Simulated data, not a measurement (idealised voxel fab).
Herein follows the process module entitled voxel fin reveal.
In the cross-section labelled cut, the width is 240 nm and each square cell is 5 nm.
Reading order for cross-sections: top band down to bottom band. Underlying form: a grid of square cells. Band size: one or more rows of cells.
Read a band's entry like this: the first values are the height of its top and the height of its bottom in nm, and what follows is the sequence of materials from left to right, each with its width in nm. Note that "air" is empty space, and that a single material marked "edge to edge" reaches across the band from edge to edge.
Height reference: 0 = level under which incoming wafer is all one material. Lowest band: no bottom, runs on downward, e.g. "0 -> down".
A width given as "30..40" starts at the first number in the band's top row and ends at the second number in its bottom row, shifting by an equal amount at every step from row to row.
Key: "nothing was modified" - step with no changed cell in the cross-section.
In "Closed void list" the enclosed voids are listed, meaning empty spaces of 8 cells or larger without any opening to the top. The form is width x height at distance, distance from the left edge, units nm.
Whatever follows a step's settings on its line is a remark the simulator itself makes about that step.
"overlay nm", when on a step's line for a step with a mask, measures how far to the right of its planned place the mask lay; a negative measure means to the left.

Process steps foreseen in the plan
1. RECEIVE, material Si
2. CONFORMAL_DEP, material SiN, thk nm 5
3. MASKED_ETCH, tone cover, mask id FINS, width nm 15, pitch nm 45, etch materials SiN, depth nm 5, overlay nm 0
4. MASKED_ETCH, tone cover, mask id FINS, width nm 15, pitch nm 45, etch materials Si, depth nm 35, overlay nm 0
5. OXIDIZE, depth nm 5
6. FILL_DEP, material SiO2, thk nm 10
7. CMP, height nm 5
8. SELECTIVE_ETCH, etch materials SiO2, depth nm 5
9. STRIP, etch materials SiN
The plan's step 8 depth nm is the first wafer's value; the wafers differ in this setting and start identical.

This is how the first of several wafers looked in cross-section when it arrived, which is after step 1
0 -> down | Si edge to edge
Closed void list: none

Take a look at the first of several wafers in cross-section: the module is done, and step 9 was its last step
0 -> -40 | 50 of SiO2 | 5 of Si | 40 of SiO2 | 5 of Si | 40 of SiO2 | 5 of Si | 40 of SiO2 | 5 of Si | 50 of SiO2
-40 -> down | Si edge to edge
Closed void list: none

Wafer cross-section (last wafer, module end)
0 -> -25 | 50 of air | 5 of Si | 40 of air | 5 of Si | 40 of air | 5 of Si | 40 of air | 5 of Si | 50 of air
-25 -> -40 | 50 of SiO2 | 5 of Si | 40 of SiO2 | 5 of Si | 40 of SiO2 | 5 of Si | 40 of SiO2 | 5 of Si | 50 of SiO2
-40 -> down | Si edge to edge
Closed void list: none

Table: wafers, a row each; end-of-module cell change per material since receipt, gain (+), loss (-); then closed voids
depth nm 5; -352 Si; +352 SiO2; Closed void list: none
depth nm 10; -352 Si; +308 SiO2; Closed void list: none
depth nm 15; -352 Si; +264 SiO2; Closed void list: none
depth nm 20; -352 Si; +220 SiO2; Closed void list: none
depth nm 25; -352 Si; +176 SiO2; Closed void list: none
depth nm 30; -352 Si; +132 SiO2; Closed void list: none
